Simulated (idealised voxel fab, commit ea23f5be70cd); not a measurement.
Process module, titled voxel lift off
The cross-section on display is named cut; it measures 285 nm wide, and its cells are 5 nm squares.
A cross-section is written here as square cells arranged in a grid, and it is given in bands from the top down, each band taking up one or more rows of cells.
Look at the band entry: it leads with the top's height and the bottom's height in nm. Then it lists the materials left to right, with a width in nm for each. The word "throughout" on a single material says that material fills the band edge to edge. The word "empty" is empty space.
Ref level 0: as-received wafer is one material below here. Bottom band extends down with no lower bound ("0 nm and below").
Per-row width for "30..40": begins at first number (top row of band), ends at second number (bottom row), increment between rows held constant.
It should be understood that the words "remained unchanged", when stated for a given step, signify that the cross-section underwent no change in any of its cells during that step.
Heads up: "Completely enclosed voids" only lists the empty pockets with no open path to the top that are 8 cells or more, and it writes them as width x height at distance, distance from the left edge, in nm.
What comes after the settings on a step's line is commentary from the simulator itself on that step.
"overlay nm" denotes, for a step that has a mask, the displacement of the mask to the right of its planned place, with negative values corresponding to the left.

-- Process steps (planned)
1 RECEIVE (material Si)
2 CONFORMAL_DEP (material SiO2; thk nm 15)
3 PATTERN (tone open; mask id LINES; material resist; width nm 25; pitch nm 40; thk nm 20; overlay nm 0)
4 DIRECTIONAL_DEP (material Ru; thk nm 10)
5 STRIP (etch materials resist)
6 CONFORMAL_DEP (material SiN; thk nm 5)
The wafers in this document start out alike and differ in the thk nm applied at step 6; the plan shows the value used for the first wafer.

-- Received wafers, first of several: cross-section after step 1
> 0 nm and below = Si throughout
> Completely enclosed voids: none

-- First of several wafers, sectioned at end of module (last step: step 6)
> 30 nm to 25 nm = empty=105 | SiN=35 | empty=5 | SiN=35 | empty=105
> 25 nm to 20 nm = empty=105 | SiN=5 | Ru=25 | SiN=5 | empty=5 | SiN=5 | Ru=25 | SiN=5 | empty=105
> 20 nm to 15 nm = SiN=110 | Ru=25 | SiN=15 | Ru=25 | SiN=110
> 15 nm to 0 nm = SiO2 throughout
> 0 nm and below = Si throughout
> Completely enclosed voids: none

-- End of module, last wafer sectioned
> 50 nm to 40 nm = empty=85 | SiN=115 | empty=85
> 40 nm to 25 nm = SiN throughout
> 25 nm to 15 nm = SiN=110 | Ru=25 | SiN=15 | Ru=25 | SiN=110
> 15 nm to 0 nm = SiO2 throughout
> 0 nm and below = Si throughout
> Completely enclosed voids: none

-- Table: wafers, a row each; end-of-module cell change per material since receipt, gain (+), loss (-); then closed voids
thk nm 5; +20 Ru; +65 SiN; +171 SiO2; Completely enclosed voids: none
thk nm 10; +20 Ru; +128 SiN; +171 SiO2; Completely enclosed voids: none
thk nm 15; +20 Ru; +189 SiN; +171 SiO2; Completely enclosed voids: none
thk nm 20; +20 Ru; +250 SiN; +171 SiO2; Completely enclosed voids: none
thk nm 25; +20 Ru; +311 SiN; +171 SiO2; Completely enclosed voids: none
